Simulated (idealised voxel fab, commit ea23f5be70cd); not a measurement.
process module | voxel self aligned vias
cross-section cut | 290 nm wide | cells 5 nm
A cross-section is a grid of square cells, given in bands from the top down. A band is one or more rows of cells.
Each band's line starts with the height of the band's top and of its bottom, in nm. Then come its materials from left to right, each with its width in nm. One material with "throughout" fills the band from edge to edge. "air" is empty space.
Height 0 is the level under which the wafer as received is all one material. The lowest band goes on downwards, as in "0 down".
A width such as "30 to 40" changes by the same amount from each row of cells to the next, from the band's top row to its bottom row.
"no change" after a step means that no cell of the cross-section changed.
closed voids: empty space of 8 cells or more with no open way to the top, each as width x height at its distance from the left edge, in nm
after a step's settings: what the simulator itself notes on the step
overlay nm, on a step with a mask: how far to the right of its planned place the mask lay; to the left if negative
plan
1 op RECEIVE | material Si
2 op CONFORMAL_DEP | material SiO2 | thk nm 10
3 op CONFORMAL_DEP | material SiCN | thk nm 5
4 op DIRECTIONAL_DEP | material lowk | thk nm 30
5 op DIRECTIONAL_DEP | material aC | thk nm 10
6 op PATTERN | tone open | mask id LINES | material resist | width nm 30 | pitch nm 80 | thk nm 25 | overlay nm 0
7 op DIRECTIONAL_ETCH | etch materials aC | depth nm 10
8 op STRIP | etch materials resist
9 op DIRECTIONAL_ETCH | etch materials lowk | depth nm 30
10 op STRIP | etch materials aC
11 op CONFORMAL_DEP | material TiN | thk nm 5
12 op FILL_DEP | material Ru | thk nm 5
13 op CMP | height nm 45
14 op SELECTIVE_ETCH | etch materials W Ru TiN | depth nm 10
15 op FILL_DEP | material SiN | thk nm 5
16 op CMP | height nm 45
17 op DIRECTIONAL_DEP | material lowk | thk nm 15
18 op DIRECTIONAL_DEP | material aC | thk nm 15
19 op PATTERN | tone open | mask id VIAS | material resist | width nm 50 | pitch nm 80 | thk nm 35 | overlay nm 0
20 op DIRECTIONAL_ETCH | etch materials aC | depth nm 15
21 op STRIP | etch materials resist
22 op DIRECTIONAL_ETCH | etch materials lowk | depth nm 15
23 op DIRECTIONAL_ETCH | etch materials SiN | depth nm 10
24 op STRIP | etch materials aC
25 op CONFORMAL_DEP | material TiN | thk nm 5
26 op FILL_DEP | material Ru | thk nm 5
27 op CMP | height nm 60
28 op CONFORMAL_DEP | material SiCN | thk nm 5
first wafer, as planned
as received, after step 1
  0 down: Si throughout
  closed voids: none
after step 2
  10 to 0: SiO2 throughout
  below 0: unchanged
after step 3
  15 to 10: SiCN throughout
  below 10: unchanged
after step 4
  45 to 15: lowk throughout
  below 15: unchanged
after step 5
  55 to 45: aC throughout
  below 45: unchanged
after step 6
  80 to 55: resist 90 | air 30 | resist 50 | air 30 | resist 90
  below 55: unchanged
after step 7
  70 to 55: resist 90 | air 30 | resist 50 | air 30 | resist 90
  55 to 45: aC 90 | air 30 | aC 50 | air 30 | aC 90
  below 45: unchanged
after step 8
  55 to 45: aC 90 | air 30 | aC 50 | air 30 | aC 90
  below 45: unchanged
after step 9
  55 to 45: aC 90 | air 30 | aC 50 | air 30 | aC 90
  45 to 15: lowk 90 | air 30 | lowk 50 | air 30 | lowk 90
  below 15: unchanged
after step 10
  45 to 15: lowk 90 | air 30 | lowk 50 | air 30 | lowk 90
  below 15: unchanged
after step 11
  50 to 45: TiN 95 | air 20 | TiN 60 | air 20 | TiN 95
  45 to 20: lowk 90 | TiN 5 | air 20 | TiN 5 | lowk 50 | TiN 5 | air 20 | TiN 5 | lowk 90
  20 to 15: lowk 90 | TiN 30 | lowk 50 | TiN 30 | lowk 90
  below 15: unchanged
after step 12
  55 to 50: Ru throughout
  50 to 45: TiN 95 | Ru 20 | TiN 60 | Ru 20 | TiN 95
  45 to 20: lowk 90 | TiN 5 | Ru 20 | TiN 5 | lowk 50 | TiN 5 | Ru 20 | TiN 5 | lowk 90
  below 20: unchanged
after step 13
  45 to 20: lowk 90 | TiN 5 | Ru 20 | TiN 5 | lowk 50 | TiN 5 | Ru 20 | TiN 5 | lowk 90
  below 20: unchanged
after step 14
  45 to 35: lowk 90 | air 30 | lowk 50 | air 30 | lowk 90
  below 35: unchanged
after step 15
  50 to 45: SiN throughout
  45 to 35: lowk 90 | SiN 30 | lowk 50 | SiN 30 | lowk 90
  below 35: unchanged
after step 16
  45 to 35: lowk 90 | SiN 30 | lowk 50 | SiN 30 | lowk 90
  below 35: unchanged
after step 17
  60 to 45: lowk throughout
  below 45: unchanged
after step 18
  75 to 60: aC throughout
  below 60: unchanged
after step 19
  110 to 75: resist 80 | air 50 | resist 30 | air 50 | resist 80
  below 75: unchanged
after step 20
  95 to 75: resist 80 | air 50 | resist 30 | air 50 | resist 80
  75 to 60: aC 80 | air 50 | aC 30 | air 50 | aC 80
  below 60: unchanged
after step 21
  75 to 60: aC 80 | air 50 | aC 30 | air 50 | aC 80
  below 60: unchanged
after step 22
  75 to 60: aC 80 | air 50 | aC 30 | air 50 | aC 80
  60 to 45: lowk 80 | air 50 | lowk 30 | air 50 | lowk 80
  below 45: unchanged
after step 23
  75 to 60: aC 80 | air 50 | aC 30 | air 50 | aC 80
  60 to 45: lowk 80 | air 50 | lowk 30 | air 50 | lowk 80
  45 to 35: lowk 90 | air 30 | lowk 50 | air 30 | lowk 90
  below 35: unchanged
after step 24
  60 to 45: lowk 80 | air 50 | lowk 30 | air 50 | lowk 80
  below 45: unchanged
after step 25
  65 to 60: TiN 85 | air 40 | TiN 40 | air 40 | TiN 85
  60 to 50: lowk 80 | TiN 5 | air 40 | TiN 5 | lowk 30 | TiN 5 | air 40 | TiN 5 | lowk 80
  50 to 40: lowk 80 to 90 | TiN 15 to 5 | air 20 | TiN 15 to 5 | lowk 30 to 50 | TiN 15 to 5 | air 20 | TiN 15 to 5 | lowk 80 to 90
  40 to 35: lowk 90 | TiN 30 | lowk 50 | TiN 30 | lowk 90
  below 35: unchanged
after step 26
  70 to 65: Ru throughout
  65 to 60: TiN 85 | Ru 40 | TiN 40 | Ru 40 | TiN 85
  60 to 50: lowk 80 | TiN 5 | Ru 40 | TiN 5 | lowk 30 | TiN 5 | Ru 40 | TiN 5 | lowk 80
  50 to 40: lowk 80 to 90 | TiN 15 to 5 | Ru 20 | TiN 15 to 5 | lowk 30 to 50 | TiN 15 to 5 | Ru 20 | TiN 15 to 5 | lowk 80 to 90
  below 40: unchanged
after step 27
  60 to 50: lowk 80 | TiN 5 | Ru 40 | TiN 5 | lowk 30 | TiN 5 | Ru 40 | TiN 5 | lowk 80
  below 50: unchanged
after step 28
  65 to 60: SiCN throughout
  below 60: unchanged
second wafer: like start, like plan, one mistake. Through step 18 it matches the first wafer
when step 19 should have ended
  110 to 75: resist 75 | air 60 | resist 20 | air 60 | resist 75
  below 75: unchanged
when step 20 should have ended
  95 to 75: resist 75 | air 60 | resist 20 | air 60 | resist 75
  75 to 60: aC 75 | air 60 | aC 20 | air 60 | aC 75
  below 60: unchanged
when step 21 should have ended
  75 to 60: aC 75 | air 60 | aC 20 | air 60 | aC 75
  below 60: unchanged
when step 22 should have ended
  75 to 60: aC 75 | air 60 | aC 20 | air 60 | aC 75
  60 to 45: lowk 75 | air 60 | lowk 20 | air 60 | lowk 75
  below 45: unchanged
when step 23 should have ended
  75 to 60: aC 75 | air 60 | aC 20 | air 60 | aC 75
  60 to 45: lowk 75 | air 60 | lowk 20 | air 60 | lowk 75
  45 to 35: lowk 90 | air 30 | lowk 50 | air 30 | lowk 90
  below 35: unchanged
when step 24 should have ended
  60 to 45: lowk 75 | air 60 | lowk 20 | air 60 | lowk 75
  below 45: unchanged
when step 25 should have ended
  65 to 60: TiN 80 | air 50 | TiN 30 | air 50 | TiN 80
  60 to 50: lowk 75 | TiN 5 | air 50 | TiN 5 | lowk 20 | TiN 5 | air 50 | TiN 5 | lowk 75
  50 to 40: lowk 75 to 90 | TiN 20 to 5 | air 20 | TiN 20 to 5 | lowk 20 to 50 | TiN 20 to 5 | air 20 | TiN 20 to 5 | lowk 75 to 90
  40 to 35: lowk 90 | TiN 30 | lowk 50 | TiN 30 | lowk 90
  below 35: unchanged
when step 26 should have ended
  70 to 65: Ru throughout
  65 to 60: TiN 80 | Ru 50 | TiN 30 | Ru 50 | TiN 80
  60 to 50: lowk 75 | TiN 5 | Ru 50 | TiN 5 | lowk 20 | TiN 5 | Ru 50 | TiN 5 | lowk 75
  50 to 40: lowk 75 to 90 | TiN 20 to 5 | Ru 20 | TiN 20 to 5 | lowk 20 to 50 | TiN 20 to 5 | Ru 20 | TiN 20 to 5 | lowk 75 to 90
  below 40: unchanged
when step 27 should have ended
  60 to 50: lowk 75 | TiN 5 | Ru 50 | TiN 5 | lowk 20 | TiN 5 | Ru 50 | TiN 5 | lowk 75
  below 50: unchanged
when step 28 should have ended
  65 to 60: SiCN throughout
  below 60: unchanged
what went wrong: step 19 ran as: op PATTERN | tone open | mask id VIAS | material resist | width nm 60 | pitch nm 80 | thk nm 35 | overlay nm 0
at the end the second wafer has, in cells: 8 more of Ru | 4 more of TiN | 12 fewer of lowk
